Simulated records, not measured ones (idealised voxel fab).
Proc. module: voxel gate over fins
In the cross-section labelled cut, the width is 285 nm and each square cell is 5 nm.
Just so we're on the same page, the cross-sections are grids of square cells, and they're listed out in bands top to bottom, each band one or more rows deep. Quick guide to a band line: top height, bottom height (nm) up front; then every material left to right with its width in nm. Only one material and it's marked "full width"? Then it fills the band edge to edge. And "blank" just means empty space. Basically, 0 is our baseline, since under it the wafer straight out of the box is all one material. The bottom band has no lower end and keeps on going down, so it looks like "0 -> down". Per-row width for "30 to 40": begins at first number (top row of band), ends at second number (bottom row), increment between rows held constant. Where a step carries "identical to before", the cross-section came out of it unchanged, cell for cell. Entry "Closed internal cavities". Content: empty spaces with no open connection to the top, size 8 cells or greater. Each: width x height at distance. Distance: from left edge. Unit: nm. Past the settings on a step's line: simulator remark, on that step. "overlay nm" answers the question of how far to the right of plan the mask lay on a step that has a mask, and when it is negative the answer is to the left.

### So here's the lineup of process steps we planned
1. op RECEIVE | material Si
2. op CONFORMAL_DEP | material SiN | thk nm 5
3. op MASKED_ETCH | tone cover | mask id FINS | width nm 15 | pitch nm 60 | etch materials SiN | depth nm 5 | overlay nm 0
4. op MASKED_ETCH | tone cover | mask id FINS | width nm 15 | pitch nm 60 | etch materials Si | depth nm 35 | overlay nm 0
5. op OXIDIZE | depth nm 5
6. op FILL_DEP | material SiO2 | thk nm 5
7. op CMP | height nm 5
8. op PATTERN | tone open | mask id RAIL | material resist | width nm 15 | thk nm 20 | overlay nm 0
9. op DIRECTIONAL_ETCH | etch materials SiO2 | depth nm 35
10. op STRIP | etch materials resist
11. op CONFORMAL_DEP | material TiN | thk nm 5
12. op FILL_DEP | material W | thk nm 10
13. op CMP | height nm 5
14. op SELECTIVE_ETCH | etch materials W Ru TiN | depth nm 30
15. op FILL_DEP | material SiO2 | thk nm 5
16. op CMP | height nm 5
17. op SELECTIVE_ETCH | etch materials SiO2 | depth nm 20
18. op STRIP | etch materials SiN
19. op CONFORMAL_DEP | material HfO2 | thk nm 5
20. op CONFORMAL_DEP | material TiN | thk nm 5
21. op FILL_DEP | material W | thk nm 10
22. op CMP | height nm 15
23. op CONFORMAL_DEP | material SiN | thk nm 10

### Cross-section of the wafer as it came to us, i.e., already through step 1
    0 -> down | Si full width
    Closed internal cavities: none

### Cross-section at module end, one run error; start and plan unchanged from above
    25 -> 15 | SiN full width
    15 -> 10 | W full width
    10 -> 5 | W (40), TiN (25), W (35), TiN (25), W (35), TiN (25), W (35), TiN (25), W (40)
    5 -> 0 | W (40), TiN (5), HfO2 (15), TiN (5), W (35), TiN (5), HfO2 (15), TiN (5), W (35), TiN (5), HfO2 (15), TiN (5), W (35), TiN (5), HfO2 (15), TiN (5), W (40)
    0 -> -5 | W (40), TiN (5), HfO2 (5), Si (5), HfO2 (5), TiN (5), W (35), TiN (5), HfO2 (5), Si (5), HfO2 (5), TiN (5), W (35), TiN (5), HfO2 (5), Si (5), HfO2 (5), TiN (5), W (35), TiN (5), HfO2 (5), Si (5), HfO2 (5), TiN (5), W (40)
    -5 -> -10 | TiN (45), HfO2 (5), Si (5), HfO2 (5), TiN (45), HfO2 (5), Si (5), HfO2 (5), TiN (45), HfO2 (5), Si (5), HfO2 (5), TiN (45), HfO2 (5), Si (5), HfO2 (5), TiN (45)
    -10 -> -15 | HfO2 (50), Si (5), HfO2 (55), Si (5), HfO2 (55), Si (5), HfO2 (55), Si (5), HfO2 (50)
    -15 -> -25 | SiO2 (50), Si (5), SiO2 (55), Si (5), SiO2 (55), Si (5), SiO2 (55), Si (5), SiO2 (50)
    -25 -> -30 | SiO2 (50), Si (5), SiO2 (20), TiN (15), SiO2 (20), Si (5), SiO2 (55), Si (5), SiO2 (55), Si (5), SiO2 (50)
    -30 -> -35 | SiO2 (50), Si (5), SiO2 (55), Si (5), SiO2 (55), Si (5), SiO2 (55), Si (5), SiO2 (50)
    -35 -> down | Si full width
    Closed internal cavities: none
Diagnosis: step 4: run off-plan, actual operation and settings op MASKED_ETCH | tone cover | mask id FINS | width nm 15 | pitch nm 60 | etch materials Si | depth nm 30 | overlay nm 0
